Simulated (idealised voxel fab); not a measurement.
Presented below is a process module, voxel quadruple lines.
Shown is cross-section cut, with a width of 150 nm and square cells of size 5 nm.
Notation: cross-section as square-cell grid; stated in bands, top first, going down; one or more cell rows per band. Top, bottom (nm), then materials left to right with widths (nm); lone material tagged "everywhere" fills the whole band edge to edge; "blank" = empty space. Convention: height 0 is the level below which the wafer, as received, is all one material. The lowest band does not terminate at the bottom but continues downward, represented as "top 0, no bottom". Per-row width for "30 to 40": begins at first number (top row of band), ends at second number (bottom row), increment between rows held constant. The designation "remained unchanged", where it is given for a processing step, indicates that no cell of the cross-section was altered in the course of that step. Under "Closed void list" you'll find the enclosed gaps, the ones with no way out to the top, that are 8 cells or bigger; each reads width x height at distance, with distance counted from the left edge, everything in nm. after a step's settings: what the simulator itself notes on the step. overlay nm: mask offset rightward from planned place, masked step; negative means leftward offset.

PLAN
- 1: RECEIVE: material Si
- 2: CONFORMAL_DEP: material Al2O3, thk nm 10
- 3: DIRECTIONAL_DEP: material W, thk nm 10
- 4: DIRECTIONAL_DEP: material polySi, thk nm 20
- 5: DIRECTIONAL_DEP: material aC, thk nm 20
- 6: PATTERN: tone cover, mask id MANDREL, material resist, width nm 30, thk nm 30, overlay nm 0
- 7: DIRECTIONAL_ETCH: etch materials aC, depth nm 20
- 8: STRIP: etch materials resist
- 9: CONFORMAL_DEP: material SiO2, thk nm 10
- 10: DIRECTIONAL_ETCH: etch materials SiO2, depth nm 10
- 11: STRIP: etch materials aC
- 12: DIRECTIONAL_ETCH: etch materials polySi, depth nm 20
- 13: STRIP: etch materials SiO2
- 14: CONFORMAL_DEP: material SiCN, thk nm 10
- 15: DIRECTIONAL_ETCH: etch materials SiCN, depth nm 10
- 16: STRIP: etch materials polySi
- 17: DIRECTIONAL_ETCH: etch materials W, depth nm 10
- 18: STRIP: etch materials SiCN

CROSS-SECTION OF THE WAFER UPON ARRIVAL, REPRESENTING THE STATE REACHED AFTER STEP 1
  top 0, no bottom: Si everywhere
  Closed void list: none

CROSS-SECTION, FIRST OF TWO WAFERS, END OF MODULE, RUN AS PLANNED
  top 20, bottom 10: blank 40 nm, then W 10 nm, then blank 10 nm, then W 10 nm, then blank 10 nm, then W 10 nm, then blank 10 nm, then W 10 nm, then blank 40 nm
  top 10, bottom 0: Al2O3 everywhere
  top 0, no bottom: Si everywhere
  Closed void list: none

WHAT THE SECOND WAFER LOOKS LIKE IN CROSS-SECTION ONCE THE MODULE IS DONE. ITS START AND ITS PLAN MATCHED THE FIRST WAFER'S EXACTLY; WHAT DIFFERED WAS ONE MISTAKE IN HOW IT WAS RUN
  top 10, bottom 0: blank 40 nm, then W 10 nm, then blank 10 nm, then W 10 nm, then blank 10 nm, then W 10 nm, then blank 10 nm, then W 10 nm, then blank 40 nm
  top 0, no bottom: Si everywhere
  Closed void list: none
Run error: it should be noted that step 2 of the plan was omitted and was not performed
The closing comparison, in cells, has the second wafer with more or fewer of some materials than the first: -60 Al2O3
